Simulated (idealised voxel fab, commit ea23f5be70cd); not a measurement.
This section sets out a process module, namely voxel trench capacitor.
Cross-sectional view cut (width: 245 nm; square cell size: 5 nm).
Cross-section = grid of square cells, listed top down in bands; band = one or more rows.
A band entry consists of two parts. The first gives the height of the band's top and the height of its bottom, in nm. The rest lists the band's materials from left to right, each with its width in nm. A single material labelled with the word "throughout" fills the band from edge to edge, and the word "air" marks empty space.
Measure heights from 0. That's the level where, below it, the as-received wafer is all one material. The lowest band is bottomless and extends downward; write it as in "0 -> down".
Note: "30->40" means the width goes from the first number (top row of the band) to the second number (bottom row) in equal steps per row of cells.
Take "nothing was modified" at face value: in the step it is given for, the cross-section changed in none of its cells.
Encapsulated voids: empty space of 8 cells or more with no open way to the top, each as width x height at its distance from the left edge, in nm
Formally, on a step line, whatever follows the settings is a remark that the simulator itself makes on the step.
On any step carrying a mask, the "overlay nm" setting, if present on the step's line, tells how far right of its planned place the mask lay; negative values point to the left.
Structure of the following material. The material consists of pairs of cross-sections. Each pair comprises the cross-section before one process step and the cross-section after that step, the latter shown only down to the lowest band that changed. The step between the cross-sections is specified beneath each pair, including its settings. Pairs are not necessarily consecutive: they may derive from different runs of this module performed on the same starting wafer. Continuity with the pair above is to be assumed only where the entry headed "Incoming structure" of the pair in question states it.

Incoming structure
> 0 -> down = Si throughout
> Encapsulated voids: none

As Processed
> 5 -> 0 = SiN throughout
> Everything under 0 stays put, no change at all.
> Encapsulated voids: none
In between the cross-sections above, the run called for CONFORMAL_DEP (material SiN; thk nm 5)

Incoming structure: unchanged from the after cross-section in the pair immediately above; refer to that figure.

As Processed
> 20 -> 5 = 85 resist / 25 air / 25 resist / 25 air / 85 resist
> Everything under 5 stays put, no change at all.
> Encapsulated voids: none
In between the cross-sections above, the run called for PATTERN (tone open; mask id TRENCH; material resist; width nm 25; pitch nm 50; thk nm 15; overlay nm 0)

Incoming structure: unchanged from the after cross-section in the pair immediately above; refer to that figure.

As Processed
> 20 -> 5 = 85 resist / 25 air / 25 resist / 25 air / 85 resist
> 5 -> 0 = 85 SiN / 25 air / 25 SiN / 25 air / 85 SiN
> Everything under 0 stays put, no change at all.
> Encapsulated voids: none
In between the cross-sections above, the run called for DIRECTIONAL_ETCH (etch materials SiN; depth nm 5)

Incoming structure: unchanged from the after cross-section in the pair immediately above; refer to that figure.

As Processed
> 20 -> 5 = 85 resist / 25 air / 25 resist / 25 air / 85 resist
> 5 -> 0 = 85 SiN / 25 air / 25 SiN / 25 air / 85 SiN
> 0 -> -40 = 85 Si / 25 air / 25 Si / 25 air / 85 Si
> Everything under -40 stays put, no change at all.
> Encapsulated voids: none
In between the cross-sections above, the run called for DIRECTIONAL_ETCH (etch materials Si; depth nm 40)

Incoming structure: unchanged from the after cross-section in the pair immediately above; refer to that figure.

As Processed
> 5 -> 0 = 85 SiN / 25 air / 25 SiN / 25 air / 85 SiN
> Everything under 0 stays put, no change at all.
> Encapsulated voids: none
In between the cross-sections above, the run called for STRIP (etch materials resist)

Incoming structure: unchanged from the after cross-section in the pair immediately above; refer to that figure.

As Processed
> 10 -> 5 = 90 Al2O3 / 15 air / 35 Al2O3 / 15 air / 90 Al2O3
> 5 -> 0 = 85 SiN / 5 Al2O3 / 15 air / 5 Al2O3 / 25 SiN / 5 Al2O3 / 15 air / 5 Al2O3 / 85 SiN
> 0 -> -35 = 85 Si / 5 Al2O3 / 15 air / 5 Al2O3 / 25 Si / 5 Al2O3 / 15 air / 5 Al2O3 / 85 Si
> -35 -> -40 = 85 Si / 25 Al2O3 / 25 Si / 25 Al2O3 / 85 Si
> Everything under -40 stays put, no change at all.
> Encapsulated voids: none
In between the cross-sections above, the run called for CONFORMAL_DEP (material Al2O3; thk nm 5)

Incoming structure: unchanged from the after cross-section in the pair immediately above; refer to that figure.

As Processed
> 15 -> 10 = 95 TiN / 5 air / 45 TiN / 5 air / 95 TiN
> 10 -> 5 = 90 Al2O3 / 5 TiN / 5 air / 5 TiN / 35 Al2O3 / 5 TiN / 5 air / 5 TiN / 90 Al2O3
> 5 -> 0 = 85 SiN / 5 Al2O3 / 5 TiN / 5 air / 5 TiN / 5 Al2O3 / 25 SiN / 5 Al2O3 / 5 TiN / 5 air / 5 TiN / 5 Al2O3 / 85 SiN
> 0 -> -30 = 85 Si / 5 Al2O3 / 5 TiN / 5 air / 5 TiN / 5 Al2O3 / 25 Si / 5 Al2O3 / 5 TiN / 5 air / 5 TiN / 5 Al2O3 / 85 Si
> -30 -> -35 = 85 Si / 5 Al2O3 / 15 TiN / 5 Al2O3 / 25 Si / 5 Al2O3 / 15 TiN / 5 Al2O3 / 85 Si
> Everything under -35 stays put, no change at all.
> Encapsulated voids: none
In between the cross-sections above, the run called for CONFORMAL_DEP (material TiN; thk nm 5)

Incoming structure: unchanged from the after cross-section in the pair immediately above; refer to that figure.

As Processed
> 25 -> 15 = W throughout
> 15 -> 10 = 95 TiN / 5 W / 45 TiN / 5 W / 95 TiN
> 10 -> 5 = 90 Al2O3 / 5 TiN / 5 W / 5 TiN / 35 Al2O3 / 5 TiN / 5 W / 5 TiN / 90 Al2O3
> 5 -> 0 = 85 SiN / 5 Al2O3 / 5 TiN / 5 W / 5 TiN / 5 Al2O3 / 25 SiN / 5 Al2O3 / 5 TiN / 5 W / 5 TiN / 5 Al2O3 / 85 SiN
> 0 -> -30 = 85 Si / 5 Al2O3 / 5 TiN / 5 W / 5 TiN / 5 Al2O3 / 25 Si / 5 Al2O3 / 5 TiN / 5 W / 5 TiN / 5 Al2O3 / 85 Si
> Everything under -30 stays put, no change at all.
> Encapsulated voids: none
In between the cross-sections above, the run called for FILL_DEP (material W; thk nm 10)

Incoming structure: unchanged from the after cross-section in the pair immediately above; refer to that figure.

As Processed
> 5 -> 0 = 85 SiN / 5 Al2O3 / 5 TiN / 5 W / 5 TiN / 5 Al2O3 / 25 SiN / 5 Al2O3 / 5 TiN / 5 W / 5 TiN / 5 Al2O3 / 85 SiN
> Everything under 0 stays put, no change at all.
> Encapsulated voids: none
In between the cross-sections above, the run called for CMP (height nm 5)

Incoming structure
> 5 -> 0 = 85 SiN / 25 air / 25 SiN / 25 air / 85 SiN
> 0 -> -40 = 85 Si / 25 air / 25 Si / 25 air / 85 Si
> -40 -> down = Si throughout
> Encapsulated voids: none

As Processed
> 10 -> 5 = 90 TiN / 15 air / 35 TiN / 15 air / 90 TiN
> 5 -> 0 = 85 SiN / 5 TiN / 15 air / 5 TiN / 25 SiN / 5 TiN / 15 air / 5 TiN / 85 SiN
> 0 -> -35 = 85 Si / 5 TiN / 15 air / 5 TiN / 25 Si / 5 TiN / 15 air / 5 TiN / 85 Si
> -35 -> -40 = 85 Si / 25 TiN / 25 Si / 25 TiN / 85 Si
> Everything under -40 stays put, no change at all.
> Encapsulated voids: none
In between the cross-sections above, the run called for CONFORMAL_DEP (material TiN; thk nm 5)

Incoming structure: unchanged from the after cross-section in the pair immediately above; refer to that figure.

As Processed
> 15 -> 10 = 95 Al2O3 / 5 air / 45 Al2O3 / 5 air / 95 Al2O3
> 10 -> 5 = 90 TiN / 5 Al2O3 / 5 air / 5 Al2O3 / 35 TiN / 5 Al2O3 / 5 air / 5 Al2O3 / 90 TiN
> 5 -> 0 = 85 SiN / 5 TiN / 5 Al2O3 / 5 air / 5 Al2O3 / 5 TiN / 25 SiN / 5 TiN / 5 Al2O3 / 5 air / 5 Al2O3 / 5 TiN / 85 SiN
> 0 -> -30 = 85 Si / 5 TiN / 5 Al2O3 / 5 air / 5 Al2O3 / 5 TiN / 25 Si / 5 TiN / 5 Al2O3 / 5 air / 5 Al2O3 / 5 TiN / 85 Si
> -30 -> -35 = 85 Si / 5 TiN / 15 Al2O3 / 5 TiN / 25 Si / 5 TiN / 15 Al2O3 / 5 TiN / 85 Si
> Everything under -35 stays put, no change at all.
> Encapsulated voids: none
In between the cross-sections above, the run called for CONFORMAL_DEP (material Al2O3; thk nm 5)

Incoming structure: unchanged from the after cross-section in the pair immediately above; refer to that figure.

As Processed
> 25 -> 15 = W throughout
> 15 -> 10 = 95 Al2O3 / 5 W / 45 Al2O3 / 5 W / 95 Al2O3
> 10 -> 5 = 90 TiN / 5 Al2O3 / 5 W / 5 Al2O3 / 35 TiN / 5 Al2O3 / 5 W / 5 Al2O3 / 90 TiN
> 5 -> 0 = 85 SiN / 5 TiN / 5 Al2O3 / 5 W / 5 Al2O3 / 5 TiN / 25 SiN / 5 TiN / 5 Al2O3 / 5 W / 5 Al2O3 / 5 TiN / 85 SiN
> 0 -> -30 = 85 Si / 5 TiN / 5 Al2O3 / 5 W / 5 Al2O3 / 5 TiN / 25 Si / 5 TiN / 5 Al2O3 / 5 W / 5 Al2O3 / 5 TiN / 85 Si
> Everything under -30 stays put, no change at all.
> Encapsulated voids: none
In between the cross-sections above, the run called for FILL_DEP (material W; thk nm 10)

Incoming structure: unchanged from the after cross-section in the pair immediately above; refer to that figure.

As Processed
> 5 -> 0 = 85 SiN / 5 TiN / 5 Al2O3 / 5 W / 5 Al2O3 / 5 TiN / 25 SiN / 5 TiN / 5 Al2O3 / 5 W / 5 Al2O3 / 5 TiN / 85 SiN
> Everything under 0 stays put, no change at all.
> Encapsulated voids: none
In between the cross-sections above, the run called for CMP (height nm 5)

Incoming structure
> 5 -> 0 = 85 SiN / 25 air / 25 SiN / 25 air / 85 SiN
> 0 -> -40 = 85 Si / 25 air / 25 Si / 25 air / 85 Si
> -40 -> down = Si throughout
> Encapsulated voids: none

As Processed
> 20 -> 5 = Al2O3 throughout
> 5 -> 0 = 85 SiN / 25 Al2O3 / 25 SiN / 25 Al2O3 / 85 SiN
> 0 -> -40 = 85 Si / 25 Al2O3 / 25 Si / 25 Al2O3 / 85 Si
> Everything under -40 stays put, no change at all.
> Encapsulated voids: none
In between the cross-sections above, the run called for CONFORMAL_DEP (material Al2O3; thk nm 15)

Incoming structure: unchanged from the after cross-section in the pair immediately above; refer to that figure.

As Processed
> 25 -> 20 = TiN throughout
> Everything under 20 stays put, no change at all.
> Encapsulated voids: none
In between the cross-sections above, the run called for CONFORMAL_DEP (material TiN; thk nm 5)

Incoming structure: unchanged from the after cross-section in the pair immediately above; refer to that figure.

As Processed
> 35 -> 25 = W throughout
> Everything under 25 stays put, no change at all.
> Encapsulated voids: none
In between the cross-sections above, the run called for FILL_DEP (material W; thk nm 10)

Incoming structure: unchanged from the after cross-section in the pair immediately above; refer to that figure.

As Processed
> 5 -> 0 = 85 SiN / 25 Al2O3 / 25 SiN / 25 Al2O3 / 85 SiN
> Everything under 0 stays put, no change at all.
> Encapsulated voids: none
In between the cross-sections above, the run called for CMP (height nm 5)

Incoming structure
> 5 -> 0 = SiN throughout
> 0 -> down = Si throughout
> Encapsulated voids: none

As Processed
> 20 -> 5 = 85 resist / 30 air / 20 resist / 30 air / 80 resist
> Everything under 5 stays put, no change at all.
> Encapsulated voids: none
In between the cross-sections above, the run called for PATTERN (tone open; mask id TRENCH; material resist; width nm 30; pitch nm 50; thk nm 15; overlay nm 0)

Incoming structure: unchanged from the after cross-section in the pair immediately above; refer to that figure.

As Processed
> 20 -> 5 = 85 resist / 30 air / 20 resist / 30 air / 80 resist
> 5 -> 0 = 85 SiN / 30 air / 20 SiN / 30 air / 80 SiN
> Everything under 0 stays put, no change at all.
> Encapsulated voids: none
In between the cross-sections above, the run called for DIRECTIONAL_ETCH (etch materials SiN; depth nm 5)

Incoming structure: unchanged from the after cross-section in the pair immediately above; refer to that figure.

As Processed
> 20 -> 5 = 85 resist / 30 air / 20 resist / 30 air / 80 resist
> 5 -> 0 = 85 SiN / 30 air / 20 SiN / 30 air / 80 SiN
> 0 -> -40 = 85 Si / 30 air / 20 Si / 30 air / 80 Si
> Everything under -40 stays put, no change at all.
> Encapsulated voids: none
In between the cross-sections above, the run called for DIRECTIONAL_ETCH (etch materials Si; depth nm 40)

Incoming structure: unchanged from the after cross-section in the pair immediately above; refer to that figure.

As Processed
> 5 -> 0 = 85 SiN / 30 air / 20 SiN / 30 air / 80 SiN
> Everything under 0 stays put, no change at all.
> Encapsulated voids: none
In between the cross-sections above, the run called for STRIP (etch materials resist)

Incoming structure: unchanged from the after cross-section in the pair immediately above; refer to that figure.

As Processed
> 10 -> 5 = 90 Al2O3 / 20 air / 30 Al2O3 / 20 air / 85 Al2O3
> 5 -> 0 = 85 SiN / 5 Al2O3 / 20 air / 5 Al2O3 / 20 SiN / 5 Al2O3 / 20 air / 5 Al2O3 / 80 SiN
> 0 -> -35 = 85 Si / 5 Al2O3 / 20 air / 5 Al2O3 / 20 Si / 5 Al2O3 / 20 air / 5 Al2O3 / 80 Si
> -35 -> -40 = 85 Si / 30 Al2O3 / 20 Si / 30 Al2O3 / 80 Si
> Everything under -40 stays put, no change at all.
> Encapsulated voids: none
In between the cross-sections above, the run called for CONFORMAL_DEP (material Al2O3; thk nm 5)

Incoming structure: unchanged from the after cross-section in the pair immediately above; refer to that figure.

As Processed
> 15 -> 10 = 95 TiN / 10 air / 40 TiN / 10 air / 90 TiN
> 10 -> 5 = 90 Al2O3 / 5 TiN / 10 air / 5 TiN / 30 Al2O3 / 5 TiN / 10 air / 5 TiN / 85 Al2O3
> 5 -> 0 = 85 SiN / 5 Al2O3 / 5 TiN / 10 air / 5 TiN / 5 Al2O3 / 20 SiN / 5 Al2O3 / 5 TiN / 10 air / 5 TiN / 5 Al2O3 / 80 SiN
> 0 -> -30 = 85 Si / 5 Al2O3 / 5 TiN / 10 air / 5 TiN / 5 Al2O3 / 20 Si / 5 Al2O3 / 5 TiN / 10 air / 5 TiN / 5 Al2O3 / 80 Si
> -30 -> -35 = 85 Si / 5 Al2O3 / 20 TiN / 5 Al2O3 / 20 Si / 5 Al2O3 / 20 TiN / 5 Al2O3 / 80 Si
> Everything under -35 stays put, no change at all.
> Encapsulated voids: none
In between the cross-sections above, the run called for CONFORMAL_DEP (material TiN; thk nm 5)

Incoming structure: unchanged from the after cross-section in the pair immediately above; refer to that figure.

As Processed
> 25 -> 15 = W throughout
> 15 -> 10 = 95 TiN / 10 W / 40 TiN / 10 W / 90 TiN
> 10 -> 5 = 90 Al2O3 / 5 TiN / 10 W / 5 TiN / 30 Al2O3 / 5 TiN / 10 W / 5 TiN / 85 Al2O3
> 5 -> 0 = 85 SiN / 5 Al2O3 / 5 TiN / 10 W / 5 TiN / 5 Al2O3 / 20 SiN / 5 Al2O3 / 5 TiN / 10 W / 5 TiN / 5 Al2O3 / 80 SiN
> 0 -> -30 = 85 Si / 5 Al2O3 / 5 TiN / 10 W / 5 TiN / 5 Al2O3 / 20 Si / 5 Al2O3 / 5 TiN / 10 W / 5 TiN / 5 Al2O3 / 80 Si
> Everything under -30 stays put, no change at all.
> Encapsulated voids: none
In between the cross-sections above, the run called for FILL_DEP (material W; thk nm 10)

Incoming structure: unchanged from the after cross-section in the pair immediately above; refer to that figure.

As Processed
> 5 -> 0 = 85 SiN / 5 Al2O3 / 5 TiN / 10 W / 5 TiN / 5 Al2O3 / 20 SiN / 5 Al2O3 / 5 TiN / 10 W / 5 TiN / 5 Al2O3 / 80 SiN
> Everything under 0 stays put, no change at all.
> Encapsulated voids: none
In between the cross-sections above, the run called for CMP (height nm 5)

Incoming structure
> 5 -> 0 = SiN throughout
> 0 -> down = Si throughout
> Encapsulated voids: none

As Processed
> 20 -> 5 = 75 resist / 25 air / 25 resist / 25 air / 95 resist
> Everything under 5 stays put, no change at all.
> Encapsulated voids: none
In between the cross-sections above, the run called for PATTERN (tone open; mask id TRENCH; material resist; width nm 25; pitch nm 50; thk nm 15; overlay nm -10)

Incoming structure: unchanged from the after cross-section in the pair immediately above; refer to that figure.

As Processed
> 20 -> 5 = 75 resist / 25 air / 25 resist / 25 air / 95 resist
> 5 -> 0 = 75 SiN / 25 air / 25 SiN / 25 air / 95 SiN
> Everything under 0 stays put, no change at all.
> Encapsulated voids: none
In between the cross-sections above, the run called for DIRECTIONAL_ETCH (etch materials SiN; depth nm 5)

Incoming structure: unchanged from the after cross-section in the pair immediately above; refer to that figure.

As Processed
> 20 -> 5 = 75 resist / 25 air / 25 resist / 25 air / 95 resist
> 5 -> 0 = 75 SiN / 25 air / 25 SiN / 25 air / 95 SiN
> 0 -> -40 = 75 Si / 25 air / 25 Si / 25 air / 95 Si
> Everything under -40 stays put, no change at all.
> Encapsulated voids: none
In between the cross-sections above, the run called for DIRECTIONAL_ETCH (etch materials Si; depth nm 40)

Incoming structure: unchanged from the after cross-section in the pair immediately above; refer to that figure.

As Processed
> 5 -> 0 = 75 SiN / 25 air / 25 SiN / 25 air / 95 SiN
> Everything under 0 stays put, no change at all.
> Encapsulated voids: none
In between the cross-sections above, the run called for STRIP (etch materials resist)

Incoming structure: unchanged from the after cross-section in the pair immediately above; refer to that figure.

As Processed
> 10 -> 5 = 80 Al2O3 / 15 air / 35 Al2O3 / 15 air / 100 Al2O3
> 5 -> 0 = 75 SiN / 5 Al2O3 / 15 air / 5 Al2O3 / 25 SiN / 5 Al2O3 / 15 air / 5 Al2O3 / 95 SiN
> 0 -> -35 = 75 Si / 5 Al2O3 / 15 air / 5 Al2O3 / 25 Si / 5 Al2O3 / 15 air / 5 Al2O3 / 95 Si
> -35 -> -40 = 75 Si / 25 Al2O3 / 25 Si / 25 Al2O3 / 95 Si
> Everything under -40 stays put, no change at all.
> Encapsulated voids: none
In between the cross-sections above, the run called for CONFORMAL_DEP (material Al2O3; thk nm 5)

Incoming structure: unchanged from the after cross-section in the pair immediately above; refer to that figure.

As Processed
> 15 -> 10 = 85 TiN / 5 air / 45 TiN / 5 air / 105 TiN
> 10 -> 5 = 80 Al2O3 / 5 TiN / 5 air / 5 TiN / 35 Al2O3 / 5 TiN / 5 air / 5 TiN / 100 Al2O3
> 5 -> 0 = 75 SiN / 5 Al2O3 / 5 TiN / 5 air / 5 TiN / 5 Al2O3 / 25 SiN / 5 Al2O3 / 5 TiN / 5 air / 5 TiN / 5 Al2O3 / 95 SiN
> 0 -> -30 = 75 Si / 5 Al2O3 / 5 TiN / 5 air / 5 TiN / 5 Al2O3 / 25 Si / 5 Al2O3 / 5 TiN / 5 air / 5 TiN / 5 Al2O3 / 95 Si
> -30 -> -35 = 75 Si / 5 Al2O3 / 15 TiN / 5 Al2O3 / 25 Si / 5 Al2O3 / 15 TiN / 5 Al2O3 / 95 Si
> Everything under -35 stays put, no change at all.
> Encapsulated voids: none
In between the cross-sections above, the run called for CONFORMAL_DEP (material TiN; thk nm 5)

Incoming structure: unchanged from the after cross-section in the pair immediately above; refer to that figure.

As Processed
> 25 -> 15 = W throughout
> 15 -> 10 = 85 TiN / 5 W / 45 TiN / 5 W / 105 TiN
> 10 -> 5 = 80 Al2O3 / 5 TiN / 5 W / 5 TiN / 35 Al2O3 / 5 TiN / 5 W / 5 TiN / 100 Al2O3
> 5 -> 0 = 75 SiN / 5 Al2O3 / 5 TiN / 5 W / 5 TiN / 5 Al2O3 / 25 SiN / 5 Al2O3 / 5 TiN / 5 W / 5 TiN / 5 Al2O3 / 95 SiN
> 0 -> -30 = 75 Si / 5 Al2O3 / 5 TiN / 5 W / 5 TiN / 5 Al2O3 / 25 Si / 5 Al2O3 / 5 TiN / 5 W / 5 TiN / 5 Al2O3 / 95 Si
> Everything under -30 stays put, no change at all.
> Encapsulated voids: none
In between the cross-sections above, the run called for FILL_DEP (material W; thk nm 10)

Incoming structure: unchanged from the after cross-section in the pair immediately above; refer to that figure.

As Processed
> 5 -> 0 = 75 SiN / 5 Al2O3 / 5 TiN / 5 W / 5 TiN / 5 Al2O3 / 25 SiN / 5 Al2O3 / 5 TiN / 5 W / 5 TiN / 5 Al2O3 / 95 SiN
> Everything under 0 stays put, no change at all.
> Encapsulated voids: none
In between the cross-sections above, the run called for CMP (height nm 5)

Incoming structure
> 10 -> 5 = 90 TiN / 15 air / 35 TiN / 15 air / 90 TiN
> 5 -> 0 = 85 SiN / 5 TiN / 15 air / 5 TiN / 25 SiN / 5 TiN / 15 air / 5 TiN / 85 SiN
> 0 -> -35 = 85 Si / 5 TiN / 15 air / 5 TiN / 25 Si / 5 TiN / 15 air / 5 TiN / 85 Si
> -35 -> -40 = 85 Si / 25 TiN / 25 Si / 25 TiN / 85 Si
> -40 -> down = Si throughout
> Encapsulated voids: none

As Processed
> 15 -> 5 = 95 TiN / 5 air / 45 TiN / 5 air / 95 TiN
> 5 -> 0 = 85 SiN / 10 TiN / 5 air / 10 TiN / 25 SiN / 10 TiN / 5 air / 10 TiN / 85 SiN
> 0 -> -30 = 85 Si / 10 TiN / 5 air / 10 TiN / 25 Si / 10 TiN / 5 air / 10 TiN / 85 Si
> -30 -> -40 = 85 Si / 25 TiN / 25 Si / 25 TiN / 85 Si
> Everything under -40 stays put, no change at all.
> Encapsulated voids: none
In between the cross-sections above, the run called for CONFORMAL_DEP (material TiN; thk nm 5)

Incoming structure: unchanged from the after cross-section in the pair immediately above; refer to that figure.

As Processed
> 25 -> 15 = W throughout
> 15 -> 5 = 95 TiN / 5 W / 45 TiN / 5 W / 95 TiN
> 5 -> 0 = 85 SiN / 10 TiN / 5 W / 10 TiN / 25 SiN / 10 TiN / 5 W / 10 TiN / 85 SiN
> 0 -> -30 = 85 Si / 10 TiN / 5 W / 10 TiN / 25 Si / 10 TiN / 5 W / 10 TiN / 85 Si
> Everything under -30 stays put, no change at all.
> Encapsulated voids: none
In between the cross-sections above, the run called for FILL_DEP (material W; thk nm 10)

Incoming structure: unchanged from the after cross-section in the pair immediately above; refer to that figure.

As Processed
> 5 -> 0 = 85 SiN / 10 TiN / 5 W / 10 TiN / 25 SiN / 10 TiN / 5 W / 10 TiN / 85 SiN
> Everything under 0 stays put, no change at all.
> Encapsulated voids: none
In between the cross-sections above, the run called for CMP (height nm 5)

Incoming structure
> 5 -> 0 = SiN throughout
> 0 -> down = Si throughout
> Encapsulated voids: none

As Processed
> 20 -> 5 = 85 air / 25 resist / 25 air / 25 resist / 85 air
> Everything under 5 stays put, no change at all.
> Encapsulated voids: none
In between the cross-sections above, the run called for PATTERN (tone cover; mask id TRENCH; material resist; width nm 25; pitch nm 50; thk nm 15; overlay nm 0)

Incoming structure: unchanged from the after cross-section in the pair immediately above; refer to that figure.

As Processed
> 20 -> 5 = 85 air / 25 resist / 25 air / 25 resist / 85 air
> 5 -> 0 = 85 air / 25 SiN / 25 air / 25 SiN / 85 air
> Everything under 0 stays put, no change at all.
> Encapsulated voids: none
In between the cross-sections above, the run called for DIRECTIONAL_ETCH (etch materials SiN; depth nm 5)

Incoming structure: unchanged from the after cross-section in the pair immediately above; refer to that figure.

As Processed
> 20 -> 5 = 85 air / 25 resist / 25 air / 25 resist / 85 air
> 5 -> 0 = 85 air / 25 SiN / 25 air / 25 SiN / 85 air
> 0 -> -40 = 85 air / 25 Si / 25 air / 25 Si / 85 air
> Everything under -40 stays put, no change at all.
> Encapsulated voids: none
In between the cross-sections above, the run called for DIRECTIONAL_ETCH (etch materials Si; depth nm 40)

Incoming structure: unchanged from the after cross-section in the pair immediately above; refer to that figure.

As Processed
> 5 -> 0 = 85 air / 25 SiN / 25 air / 25 SiN / 85 air
> Everything under 0 stays put, no change at all.
> Encapsulated voids: none
In between the cross-sections above, the run called for STRIP (etch materials resist)

Incoming structure: unchanged from the after cross-section in the pair immediately above; refer to that figure.

As Processed
> 10 -> 5 = 80 air / 35 Al2O3 / 15 air / 35 Al2O3 / 80 air
> 5 -> 0 = 80 air / 5 Al2O3 / 25 SiN / 5 Al2O3 / 15 air / 5 Al2O3 / 25 SiN / 5 Al2O3 / 80 air
> 0 -> -35 = 80 air / 5 Al2O3 / 25 Si / 5 Al2O3 / 15 air / 5 Al2O3 / 25 Si / 5 Al2O3 / 80 air
> -35 -> -40 = 85 Al2O3 / 25 Si / 25 Al2O3 / 25 Si / 85 Al2O3
> Everything under -40 stays put, no change at all.
> Encapsulated voids: none
In between the cross-sections above, the run called for CONFORMAL_DEP (material Al2O3; thk nm 5)

Incoming structure: unchanged from the after cross-section in the pair immediately above; refer to that figure.

As Processed
> 15 -> 10 = 75 air / 45 TiN / 5 air / 45 TiN / 75 air
> 10 -> 5 = 75 air / 5 TiN / 35 Al2O3 / 5 TiN / 5 air / 5 TiN / 35 Al2O3 / 5 TiN / 75 air
> 5 -> 0 = 75 air / 5 TiN / 5 Al2O3 / 25 SiN / 5 Al2O3 / 5 TiN / 5 air / 5 TiN / 5 Al2O3 / 25 SiN / 5 Al2O3 / 5 TiN / 75 air
> 0 -> -30 = 75 air / 5 TiN / 5 Al2O3 / 25 Si / 5 Al2O3 / 5 TiN / 5 air / 5 TiN / 5 Al2O3 / 25 Si / 5 Al2O3 / 5 TiN / 75 air
> -30 -> -35 = 80 TiN / 5 Al2O3 / 25 Si / 5 Al2O3 / 15 TiN / 5 Al2O3 / 25 Si / 5 Al2O3 / 80 TiN
> Everything under -35 stays put, no change at all.
> Encapsulated voids: none
In between the cross-sections above, the run called for CONFORMAL_DEP (material TiN; thk nm 5)

Incoming structure: unchanged from the after cross-section in the pair immediately above; refer to that figure.

As Processed
> 25 -> 15 = W throughout
> 15 -> 10 = 75 W / 45 TiN / 5 W / 45 TiN / 75 W
> 10 -> 5 = 75 W / 5 TiN / 35 Al2O3 / 5 TiN / 5 W / 5 TiN / 35 Al2O3 / 5 TiN / 75 W
> 5 -> 0 = 75 W / 5 TiN / 5 Al2O3 / 25 SiN / 5 Al2O3 / 5 TiN / 5 W / 5 TiN / 5 Al2O3 / 25 SiN / 5 Al2O3 / 5 TiN / 75 W
> 0 -> -30 = 75 W / 5 TiN / 5 Al2O3 / 25 Si / 5 Al2O3 / 5 TiN / 5 W / 5 TiN / 5 Al2O3 / 25 Si / 5 Al2O3 / 5 TiN / 75 W
> Everything under -30 stays put, no change at all.
> Encapsulated voids: none
In between the cross-sections above, the run called for FILL_DEP (material W; thk nm 10)

Incoming structure: unchanged from the after cross-section in the pair immediately above; refer to that figure.

As Processed
> 5 -> 0 = 75 W / 5 TiN / 5 Al2O3 / 25 SiN / 5 Al2O3 / 5 TiN / 5 W / 5 TiN / 5 Al2O3 / 25 SiN / 5 Al2O3 / 5 TiN / 75 W
> Everything under 0 stays put, no change at all.
> Encapsulated voids: none
In between the cross-sections above, the run called for CMP (height nm 5)
